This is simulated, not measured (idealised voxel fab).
process module | voxel lift off
cross-section cut | 150 nm wide | cells 5 nm
A cross-section is a grid of square cells, given in bands from the top down. A band is one or more rows of cells.
Each band's line starts with the height of the band's top and of its bottom, in nm. Then come its materials from left to right, each with its width in nm. One material with "throughout" fills the band from edge to edge. "air" is empty space.
Height 0 is the level under which the wafer as received is all one material. The lowest band goes on downwards, as in "0 down".
A width such as "30 to 40" changes by the same amount from each row of cells to the next, from the band's top row to its bottom row.
"no change" after a step means that no cell of the cross-section changed.
closed voids: empty space of 8 cells or more with no open way to the top, each as width x height at its distance from the left edge, in nm
after a step's settings: what the simulator itself notes on the step
overlay nm, on a step with a mask: how far to the right of its planned place the mask lay; to the left if negative
plan
1 op RECEIVE | material Si
2 op CONFORMAL_DEP | material SiO2 | thk nm 15
3 op PATTERN | tone open | mask id LINES | material resist | width nm 25 | pitch nm 45 | thk nm 20 | overlay nm 0
4 op DIRECTIONAL_DEP | material Ru | thk nm 5
5 op STRIP | etch materials resist
6 op CONFORMAL_DEP | material SiN | thk nm 5
first wafer, as planned
as received, after step 1
  0 down: Si throughout
  closed voids: none
after step 2
  15 to 0: SiO2 throughout
  below 0: unchanged
after step 3
  35 to 15: resist 40 | air 25 | resist 20 | air 25 | resist 40
  below 15: unchanged
after step 4
  40 to 35: Ru 40 | air 25 | Ru 20 | air 25 | Ru 40
  35 to 20: resist 40 | air 25 | resist 20 | air 25 | resist 40
  20 to 15: resist 40 | Ru 25 | resist 20 | Ru 25 | resist 40
  below 15: unchanged
after step 5
  20 to 15: air 40 | Ru 25 | air 20 | Ru 25 | air 40
  below 15: unchanged
after step 6
  25 to 20: air 35 | SiN 35 | air 10 | SiN 35 | air 35
  20 to 15: SiN 40 | Ru 25 | SiN 20 | Ru 25 | SiN 40
  below 15: unchanged
second wafer: like start, like plan, one mistake. Through step 2 it matches the first wafer
when step 3 should have ended
  35 to 15: resist 45 | air 15 | resist 30 | air 15 | resist 45
  below 15: unchanged
when step 4 should have ended
  40 to 35: Ru 45 | air 15 | Ru 30 | air 15 | Ru 45
  35 to 20: resist 45 | air 15 | resist 30 | air 15 | resist 45
  20 to 15: resist 45 | Ru 15 | resist 30 | Ru 15 | resist 45
  below 15: unchanged
when step 5 should have ended
  20 to 15: air 45 | Ru 15 | air 30 | Ru 15 | air 45
  below 15: unchanged
when step 6 should have ended
  25 to 20: air 40 | SiN 25 | air 20 | SiN 25 | air 40
  20 to 15: SiN 45 | Ru 15 | SiN 30 | Ru 15 | SiN 45
  below 15: unchanged
what went wrong: step 3 ran as: op PATTERN | tone open | mask id LINES | material resist | width nm 15 | pitch nm 45 | thk nm 20 | overlay nm 0
at the end the second wafer has, in cells: 4 fewer of Ru
